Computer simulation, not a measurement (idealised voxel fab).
This section sets out a process module, namely voxel wiring stack.
Cross-section cut spans 245 nm and uses square cells 5 nm in size.
Reading order for cross-sections: top band down to bottom band. Underlying form: a grid of square cells. Band size: one or more rows of cells. Band: top height; bottom height; in nm. Then, left to right: material with width in nm, for each material. "everywhere": a single material spanning edge to edge. "air": empty space. Height reference: 0 = level under which incoming wafer is all one material. Lowest band: no bottom, runs on downward, e.g. "0 and below". Note: "30..40" means the width goes from the first number (top row of the band) to the second number (bottom row) in equal steps per row of cells. Step marked "nothing was modified"? Then no cell in the cross-section changed in it. "Sealed cavities" specifies each empty space that is not open to the top and that occupies no fewer than 8 cells, using the form width x height at distance, the distance measured from the left edge and all three quantities in nm. On each step's line, the part that comes after the settings is the simulator's own comment on the step. "overlay nm" answers the question of how far to the right of plan the mask lay on a step that has a mask, and when it is negative the answer is to the left.
List of planned process steps:
1 RECEIVE (material Si)
2 CONFORMAL_DEP (material SiO2; thk nm 10)
3 DIRECTIONAL_DEP (material TiN; thk nm 5)
4 DIRECTIONAL_DEP (material Ru; thk nm 15)
5 MASKED_ETCH (tone cover; mask id METAL_1; width nm 20; pitch nm 50; etch materials Ru; depth nm 15; overlay nm 0)
6 MASKED_ETCH (tone cover; mask id METAL_1; width nm 20; pitch nm 50; etch materials TiN; depth nm 5; overlay nm 0)
7 CONFORMAL_DEP (material SiN; thk nm 5)
8 FILL_DEP (material SiO2; thk nm 5)
9 CMP (height nm 30)
10 CONFORMAL_DEP (material SiCN; thk nm 5)
11 DIRECTIONAL_DEP (material lowk; thk nm 25)
12 DIRECTIONAL_DEP (material aC; thk nm 10)
13 PATTERN (tone open; mask id METAL_2_HOLES; material resist; width nm 15; pitch nm 100; thk nm 30; overlay nm 0)
14 DIRECTIONAL_ETCH (etch materials aC; depth nm 10)
15 STRIP (etch materials resist)
16 DIRECTIONAL_ETCH (etch materials lowk; depth nm 25)
17 STRIP (etch materials aC)
18 PATTERN (tone open; mask id METAL_2; material resist; width nm 20; pitch nm 50; thk nm 15; overlay nm 0)
19 DIRECTIONAL_ETCH (etch materials lowk; depth nm 15)
20 DIRECTIONAL_ETCH (etch materials SiCN; depth nm 5)
21 STRIP (etch materials resist)
22 CONFORMAL_DEP (material TiN; thk nm 5)
23 FILL_DEP (material Cu; thk nm 10)
24 CMP (height nm 60)
25 CONFORMAL_DEP (material SiCN; thk nm 5)
Cross-sectional view of the wafer in its as-received condition, corresponding to the state after step 1:
* 0 and below: Si everywhere
* Sealed cavities: none
The first of two wafers, cross-sectioned at the end of the module, with the run proceeding as planned:
* 65 down to 60: SiCN everywhere
* 60 down to 50: lowk: 35; TiN: 5; Cu: 10; TiN: 5; lowk: 30; TiN: 5; Cu: 10; TiN: 5; lowk: 30; TiN: 5; Cu: 10; TiN: 5; lowk: 30; TiN: 5; Cu: 10; TiN: 5; lowk: 40
* 50 down to 45: lowk: 35; TiN: 5; Cu: 5; TiN: 10; lowk: 30; TiN: 20; lowk: 30; TiN: 5; Cu: 5; TiN: 10; lowk: 30; TiN: 20; lowk: 40
* 45 down to 35: lowk: 35; TiN: 5; Cu: 5; TiN: 5; lowk: 85; TiN: 5; Cu: 5; TiN: 5; lowk: 95
* 35 down to 30: SiCN: 35; TiN: 15; SiCN: 85; TiN: 15; SiCN: 95
* 30 down to 15: SiO2: 30; SiN: 5; Ru: 20; SiN: 5; SiO2: 20; SiN: 5; Ru: 20; SiN: 5; SiO2: 20; SiN: 5; Ru: 20; SiN: 5; SiO2: 20; SiN: 5; Ru: 20; SiN: 5; SiO2: 35
* 15 down to 10: SiN: 35; TiN: 20; SiN: 30; TiN: 20; SiN: 30; TiN: 20; SiN: 30; TiN: 20; SiN: 40
* 10 down to 0: SiO2 everywhere
* 0 and below: Si everywhere
* Sealed cavities: none
Cross-section at end of module for the second wafer of two, which matched the first in starting point and plan and differed by one mistake in its processing:
* 65 down to 60: SiCN everywhere
* 60 down to 50: lowk: 35; TiN: 5; Cu: 5; TiN: 5; lowk: 85; TiN: 5; Cu: 5; TiN: 5; lowk: 95
* 50 down to 45: lowk: 35; TiN: 15; lowk: 85; TiN: 15; lowk: 95
* 45 down to 35: lowk everywhere
* 35 down to 30: SiCN everywhere
* 30 down to 15: SiO2: 30; SiN: 5; Ru: 20; SiN: 5; SiO2: 20; SiN: 5; Ru: 20; SiN: 5; SiO2: 20; SiN: 5; Ru: 20; SiN: 5; SiO2: 20; SiN: 5; Ru: 20; SiN: 5; SiO2: 35
* 15 down to 10: SiN: 35; TiN: 20; SiN: 30; TiN: 20; SiN: 30; TiN: 20; SiN: 30; TiN: 20; SiN: 40
* 10 down to 0: SiO2 everywhere
* 0 and below: Si everywhere
* Sealed cavities: none
what went wrong: regarding the plan, step 11 was run twice
It is noted that, at the conclusion of processing, the second wafer exhibits a higher or lower cell count for certain materials relative to the first: Cu: 18 fewer | SiCN: 6 more | TiN: 30 fewer | lowk: 42 more
